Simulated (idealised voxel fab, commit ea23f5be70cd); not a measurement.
The following process module bears the name voxel gate over fins.
For reference, the cross-section in this document is cut, with width 265 nm and square cells of 5 nm.
A cross-section is written here as square cells arranged in a grid, and it is given in bands from the top down, each band taking up one or more rows of cells.
Read a band's entry like this: the first values are the height of its top and the height of its bottom in nm, and what follows is the sequence of materials from left to right, each with its width in nm. Note that "empty" is empty space, and that a single material marked "everywhere" reaches across the band from edge to edge.
The reference from which all heights are counted is 0, the level beneath which the as-received wafer is entirely one material; the lowest band, having no lower bound, proceeds downward and is written after the example "0..down".
Read "30->40" as a graded width: first number on top, second number at the bottom, same change between each pair of neighbouring rows.
It should be understood that the words "same as before", when stated for a given step, signify that the cross-section underwent no change in any of its cells during that step.
Under "Listed closed voids" you'll find the enclosed gaps, the ones with no way out to the top, that are 8 cells or bigger; each reads width x height at distance, with distance counted from the left edge, everything in nm.
What comes after the settings on a step's line is commentary from the simulator itself on that step.
"overlay nm" on a masked step: distance the mask lay right of its planned place, negative for left.

Steps in the process plan:
- 1: RECEIVE: material Si
- 2: CONFORMAL_DEP: material SiN, thk nm 5
- 3: MASKED_ETCH: tone cover, mask id FINS, width nm 15, pitch nm 35, etch materials SiN, depth nm 5, overlay nm 0
- 4: MASKED_ETCH: tone cover, mask id FINS, width nm 15, pitch nm 35, etch materials Si, depth nm 30, overlay nm 0
- 5: FILL_DEP: material SiO2, thk nm 10
- 6: CMP: height nm 5
- 7: SELECTIVE_ETCH: etch materials SiO2, depth nm 15
- 8: STRIP: etch materials SiN
- 9: CONFORMAL_DEP: material HfO2, thk nm 5
- 10: CONFORMAL_DEP: material TiN, thk nm 5
- 11: FILL_DEP: material W, thk nm 15
- 12: CMP: height nm 20
- 13: CONFORMAL_DEP: material SiCN, thk nm 5
All wafers enter the flow in the same state. The thk nm at step 2 differs from wafer to wafer, and the plan gives the value for the first wafer.

Received wafers, first of several: cross-section after step 1:
    0..down | Si everywhere
    Listed closed voids: none

Note: the following table is arranged by wafer, a row apiece. Each row reports the end-of-module state: per material, cells gained (+) or cells lost (-) compared with the wafer as received; closed voids follow:
thk nm 5 | +65 HfO2 | -264 Si | +53 SiCN | +176 SiO2 | +65 TiN | +170 W | Listed closed voids: none
thk nm 10 | +53 HfO2 | +53 SiCN | +53 TiN | +106 W | Listed closed voids: none
thk nm 15 | +53 HfO2 | +53 SiCN | +53 TiN | +106 W | Listed closed voids: none
thk nm 20 | +53 HfO2 | +53 SiCN | +53 TiN | +106 W | Listed closed voids: none
